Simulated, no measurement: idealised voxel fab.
The process module that follows is named voxel ribs on slabs.
Pictured: cross-section cut, 205 nm wide, on a grid of 5 nm square cells.
When this document writes out a cross-section, it uses a grid of square cells and lists it as bands, beginning at the top and moving down, with a band standing for one or more rows of cells.
The band entry comprises the height of the band's top followed by the height of its bottom, expressed in nm, and subsequently the band's materials from left to right, each stated together with its width in nm. Where a single material is marked with the word "throughout", that material fills the band from edge to edge. The word "air" represents empty space.
Heads up on the height convention: 0 is the point under which the incoming wafer is all one material, and the lowest band has no bottom, it just keeps going down, like "0 nm and below".
Graded width ("30->40"): value in top row of band = first number; value in bottom row = second number; row-to-row change constant.
What does "no change occurred" mean for a step? It means no cell of the cross-section changed in that step.
For the entry "Closed void register", the listed items are empty spaces with no open way to the top whose size is 8 cells or more; each item follows the pattern width x height at distance, where distance is from the left edge and all three are in nm.
Heads up: the bit after the settings on a step's line is the simulator's remark on that step.
overlay nm: on a step with a mask, how far right of its planned place the mask lay; negative means left.

THE PROCESS STEPS THAT WERE PLANNED ARE LISTED BELOW
step 1: RECEIVE with material Si
step 2: DIRECTIONAL_DEP with material SiO2, thk nm 25
step 3: DIRECTIONAL_DEP with material polySi, thk nm 20
step 4: PATTERN with tone cover, mask id RIB, material resist, width nm 30, thk nm 20, overlay nm 0
step 5: DIRECTIONAL_ETCH with etch materials polySi, depth nm 10
step 6: STRIP with etch materials resist
step 7: MASKED_ETCH with tone cover, mask id SLAB, width nm 60, etch materials polySi, depth nm 10, overlay nm 0
step 8: FILL_DEP with material SiO2, thk nm 25
step 9: CMP with height nm 60
step 10: DIRECTIONAL_DEP with material TiN, thk nm 5
step 11: PATTERN with tone cover, mask id HEATER, material resist, width nm 40, thk nm 20, overlay nm 0
step 12: DIRECTIONAL_ETCH with etch materials TiN, depth nm 5
step 13: STRIP with etch materials resist
step 14: CONFORMAL_DEP with material SiO2, thk nm 10

THE CROSS-SECTION HERE SHOWS THE WAFER AS RECEIVED, I.E. IN ITS STATE AFTER STEP 1
	0 nm and below = Si throughout
	Closed void register: none

CROSS-SECTIONAL VIEW OF THE FIRST OF THE TWO WAFERS UPON COMPLETION OF THE MODULE, PROCESSED IN ACCORDANCE WITH THE PLAN
	75 nm to 70 nm = air 70 nm; SiO2 60 nm; air 75 nm
	70 nm to 65 nm = SiO2 throughout
	65 nm to 60 nm = SiO2 80 nm; TiN 40 nm; SiO2 85 nm
	60 nm to 45 nm = SiO2 throughout
	45 nm to 35 nm = SiO2 85 nm; polySi 30 nm; SiO2 90 nm
	35 nm to 25 nm = SiO2 70 nm; polySi 60 nm; SiO2 75 nm
	25 nm to 0 nm = SiO2 throughout
	0 nm and below = Si throughout
	Closed void register: none

CROSS-SECTIONAL VIEW OF THE SECOND OF TWO WAFERS UPON COMPLETION OF THE MODULE. THIS WAFER SHARED ITS STARTING CONDITION AND PROCESS PLAN WITH THE FIRST; ONE ERROR WAS MADE DURING ITS EXECUTION
	75 nm to 70 nm = air 70 nm; SiO2 60 nm; air 75 nm
	70 nm to 65 nm = SiO2 throughout
	65 nm to 60 nm = SiO2 80 nm; TiN 40 nm; SiO2 85 nm
	60 nm to 55 nm = SiO2 85 nm; polySi 30 nm; SiO2 90 nm
	55 nm to 45 nm = SiO2 70 nm; polySi 60 nm; SiO2 75 nm
	45 nm to 25 nm = polySi throughout
	25 nm to 0 nm = SiO2 throughout
	0 nm and below = Si throughout
	Closed void register: none
Where did the run depart from the plan? regarding the plan, step 3 was run twice
Materials where the second wafer ends with more or fewer cells than the first: 158 fewer of SiO2, 158 more of polySi
